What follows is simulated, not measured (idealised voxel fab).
process module | voxel wiring stack
cross-section cut | 170 nm wide | cells 5 nm
A cross-section is a grid of square cells, given in bands from the top down. A band is one or more rows of cells.
Each band's line starts with the height of the band's top and of its bottom, in nm. Then come its materials from left to right, each with its width in nm. One material with "throughout" fills the band from edge to edge. "air" is empty space.
Height 0 is the level under which the wafer as received is all one material. The lowest band goes on downwards, as in "0 down".
A width such as "30 to 40" changes by the same amount from each row of cells to the next, from the band's top row to its bottom row.
"no change" after a step means that no cell of the cross-section changed.
closed voids: empty space of 8 cells or more with no open way to the top, each as width x height at its distance from the left edge, in nm
after a step's settings: what the simulator itself notes on the step
overlay nm, on a step with a mask: how far to the right of its planned place the mask lay; to the left if negative
plan
1 op RECEIVE | material Si
2 op CONFORMAL_DEP | material SiO2 | thk nm 15
3 op CONFORMAL_DEP | material SiCN | thk nm 5
4 op DIRECTIONAL_DEP | material lowk | thk nm 25
5 op MASKED_ETCH | tone open | mask id METAL_1 | width nm 25 | pitch nm 55 | etch materials lowk | depth nm 25 | overlay nm 0
6 op MASKED_ETCH | tone open | mask id METAL_1 | width nm 25 | pitch nm 55 | etch materials SiCN | depth nm 5 | overlay nm 0
7 op CONFORMAL_DEP | material TiN | thk nm 5
8 op FILL_DEP | material Ru | thk nm 10
9 op CMP | height nm 45
10 op CONFORMAL_DEP | material SiCN | thk nm 5
11 op DIRECTIONAL_DEP | material SiO2 | thk nm 35
12 op PATTERN | tone open | mask id METAL_2_HOLES | material resist | width nm 15 | pitch nm 55 | thk nm 15 | overlay nm 0
13 op DIRECTIONAL_ETCH | etch materials SiO2 | depth nm 35
14 op STRIP | etch materials resist
15 op DIRECTIONAL_DEP | material aC | thk nm 10
16 op PATTERN | tone open | mask id METAL_2 | material resist | width nm 25 | pitch nm 55 | thk nm 30 | overlay nm 0
17 op DIRECTIONAL_ETCH | etch materials aC | depth nm 10
18 op STRIP | etch materials resist
19 op DIRECTIONAL_ETCH | etch materials SiO2 | depth nm 20
20 op DIRECTIONAL_ETCH | etch materials SiCN | depth nm 5
21 op STRIP | etch materials aC
22 op CONFORMAL_DEP | material TiN | thk nm 5
23 op FILL_DEP | material Cu | thk nm 5
24 op CMP | height nm 85
25 op CONFORMAL_DEP | material SiCN | thk nm 5
as received, after step 1
  0 down: Si throughout
  closed voids: none
first wafer at the end, as planned
  90 to 85: SiCN throughout
  85 to 70: SiO2 15 | TiN 5 | Cu 15 | TiN 5 | SiO2 30 | TiN 5 | Cu 15 | TiN 5 | SiO2 30 | TiN 5 | Cu 15 | TiN 5 | SiO2 20
  70 to 65: SiO2 15 | TiN 5 | Cu 5 | TiN 15 | SiO2 30 | TiN 5 | Cu 5 | TiN 15 | SiO2 30 | TiN 5 | Cu 5 | TiN 15 | SiO2 20
  65 to 50: SiO2 15 | TiN 5 | Cu 5 | TiN 5 | SiO2 40 | TiN 5 | Cu 5 | TiN 5 | SiO2 40 | TiN 5 | Cu 5 | TiN 5 | SiO2 30
  50 to 45: SiCN 15 | TiN 15 | SiCN 40 | TiN 15 | SiCN 40 | TiN 15 | SiCN 30
  45 to 20: lowk 15 | TiN 5 | Ru 15 | TiN 5 | lowk 30 | TiN 5 | Ru 15 | TiN 5 | lowk 30 | TiN 5 | Ru 15 | TiN 5 | lowk 20
  20 to 15: SiCN 15 | TiN 25 | SiCN 30 | TiN 25 | SiCN 30 | TiN 25 | SiCN 20
  15 to 0: SiO2 throughout
  0 down: Si throughout
  closed voids: none
second wafer at the end: like start, like plan, one mistake
  90 to 85: SiCN throughout
  85 to 70: Cu 25 | TiN 5 | SiO2 10 | TiN 5 | Cu 35 | TiN 5 | SiO2 10 | TiN 5 | Cu 35 | TiN 5 | SiO2 10 | TiN 5 | Cu 15
  70 to 65: TiN 20 | Cu 5 | TiN 5 | SiO2 10 | TiN 35 | Cu 5 | TiN 5 | SiO2 10 | TiN 35 | Cu 5 | TiN 5 | SiO2 10 | TiN 20
  65 to 55: SiO2 15 | TiN 5 | Cu 5 | TiN 5 | SiO2 40 | TiN 5 | Cu 5 | TiN 5 | SiO2 40 | TiN 5 | Cu 5 | TiN 5 | SiO2 30
  55 to 50: SiO2 15 | TiN 15 | SiO2 40 | TiN 15 | SiO2 40 | TiN 15 | SiO2 30
  50 to 45: SiCN throughout
  45 to 20: lowk 15 | TiN 5 | Ru 15 | TiN 5 | lowk 30 | TiN 5 | Ru 15 | TiN 5 | lowk 30 | TiN 5 | Ru 15 | TiN 5 | lowk 20
  20 to 15: SiCN 15 | TiN 25 | SiCN 30 | TiN 25 | SiCN 30 | TiN 25 | SiCN 20
  15 to 0: SiO2 throughout
  0 down: Si throughout
  closed voids: none
what went wrong: step 16 ran as: op PATTERN | tone cover | mask id METAL_2 | material resist | width nm 25 | pitch nm 55 | thk nm 30 | overlay nm 0
at the end the second wafer has, in cells: 36 more of Cu | 9 more of SiCN | 52 fewer of SiO2 | 7 more of TiN
